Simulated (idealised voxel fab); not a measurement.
process module | voxel capacitor over wiring
cross-section cut | 220 nm wide | cells 5 nm
Square cells in a grid make up a cross-section in this document, and the grid is given as bands, listed from the top down, each one or more rows of cells.
First you get the band's top height and its bottom height, in nm, and then the materials it's made of, left to right, with each width in nm. If you see a single material with "all across", that one covers the band edge to edge. "air" is empty space.
Height reference: 0 = level under which incoming wafer is all one material. Lowest band: no bottom, runs on downward, e.g. "0 nm and below".
It should be noted that a width expressed as "30..40" varies in equal increments from row to row of cells within the band, taking the value of the first number at the top row and that of the second number at the bottom row.
"everything unchanged" -> step changed no cross-section cell.
Each empty space that has no open way to the top and spans at least 8 cells appears under "closed voids" as width x height at distance, the distance counted from the left edge, all in nm.
On each step's line, the part that comes after the settings is the simulator's own comment on the step.
overlay nm: for a step with a mask, the amount by which the mask lay right of where it was planned; a negative amount means left of it.

LIST OF PLANNED PROCESS STEPS
1,RECEIVE: material Si
2,CONFORMAL_DEP: material SiO2, thk nm 10
3,CONFORMAL_DEP: material SiCN, thk nm 5
4,DIRECTIONAL_DEP: material lowk, thk nm 15
5,PATTERN: tone open, mask id METAL_1, material resist, width nm 30, pitch nm 85, thk nm 15, overlay nm 0
6,DIRECTIONAL_ETCH: etch materials lowk, depth nm 15
7,DIRECTIONAL_ETCH: etch materials SiCN, depth nm 5
8,STRIP: etch materials resist
9,CONFORMAL_DEP: material TiN, thk nm 5
10,FILL_DEP: material W, thk nm 10
11,CMP: height nm 30
12,CONFORMAL_DEP: material SiCN, thk nm 5
13,DIRECTIONAL_DEP: material lowk, thk nm 10
14,DIRECTIONAL_DEP: material aC, thk nm 15
15,PATTERN: tone open, mask id PLUG_1, material resist, width nm 15, thk nm 30, overlay nm 0
16,DIRECTIONAL_ETCH: etch materials aC, depth nm 15
17,STRIP: etch materials resist
18,DIRECTIONAL_ETCH: etch materials lowk, depth nm 10
19,DIRECTIONAL_ETCH: etch materials SiCN, depth nm 5
20,STRIP: etch materials aC
21,EPI: material Ru, thk nm 10
22,EPI: material Ru, thk nm 5
23,DIRECTIONAL_DEP: material TiN, thk nm 5
24,DIRECTIONAL_DEP: material Al2O3, thk nm 5
25,DIRECTIONAL_DEP: material TiN, thk nm 5
26,PATTERN: tone cover, mask id UPPER_PLATE, material resist, width nm 60, thk nm 20, overlay nm 0
27,DIRECTIONAL_ETCH: etch materials TiN, depth nm 5
28,DIRECTIONAL_ETCH: etch materials Al2O3, depth nm 5
29,STRIP: etch materials resist
30,DIRECTIONAL_DEP: material aC, thk nm 15
31,PATTERN: tone cover, mask id LOWER_PLATE, material resist, width nm 70, thk nm 30, overlay nm 0
32,DIRECTIONAL_ETCH: etch materials aC, depth nm 15
33,STRIP: etch materials resist
34,DIRECTIONAL_ETCH: etch materials TiN, depth nm 5
35,STRIP: etch materials aC
36,FILL_DEP: material SiO2, thk nm 20
37,CMP: height nm 75
38,PATTERN: tone open, mask id PLUG_2, material resist, width nm 15, thk nm 15, overlay nm 0
39,DIRECTIONAL_ETCH: etch materials SiO2, depth nm 15
40,STRIP: etch materials resist
41,CONFORMAL_DEP: material TiN, thk nm 5
42,FILL_DEP: material Cu, thk nm 10
43,CMP: height nm 75
44,CONFORMAL_DEP: material SiN, thk nm 5

THIS IS THE CROSS-SECTION OF THE WAFER AS WE RECEIVED IT, I.E. AFTER STEP 1
> 0 nm and below: Si all across
> closed voids: none

END-OF-MODULE CROSS-SECTION. STARTING STRUCTURE AND PROCESS PLAN AS ABOVE; ONE MISTAKE MADE IN RUNNING IT
> 80 nm to 75 nm: SiN all across
> 75 nm to 65 nm: SiO2: 75, TiN: 5, Cu: 5, TiN: 5, SiO2: 130
> 65 nm to 55 nm: SiO2: 75..80, TiN: 15..45, SiO2: 130..95
> 55 nm to 50 nm: SiO2: 80, Al2O3: 45, SiO2: 95
> 50 nm to 45 nm: SiO2: 60, TiN: 5, SiO2: 15, TiN: 50, SiO2: 90
> 45 nm to 40 nm: lowk: 65, TiN: 15, lowk: 140
> 40 nm to 35 nm: lowk: 65, Al2O3: 15, lowk: 140
> 35 nm to 30 nm: SiCN: 65, TiN: 15, SiCN: 140
> 30 nm to 15 nm: W: 45, TiN: 5, lowk: 30, TiN: 5, W: 45, TiN: 5, lowk: 30, TiN: 5, W: 50
> 15 nm to 10 nm: TiN: 50, SiCN: 30, TiN: 55, SiCN: 30, TiN: 55
> 10 nm to 0 nm: SiO2 all across
> 0 nm and below: Si all across
> closed voids: none
What was done differently from what was planned? step 5 did not use the planned setting and instead ran as PATTERN: tone cover, mask id METAL_1, material resist, width nm 30, pitch nm 85, thk nm 15, overlay nm 0
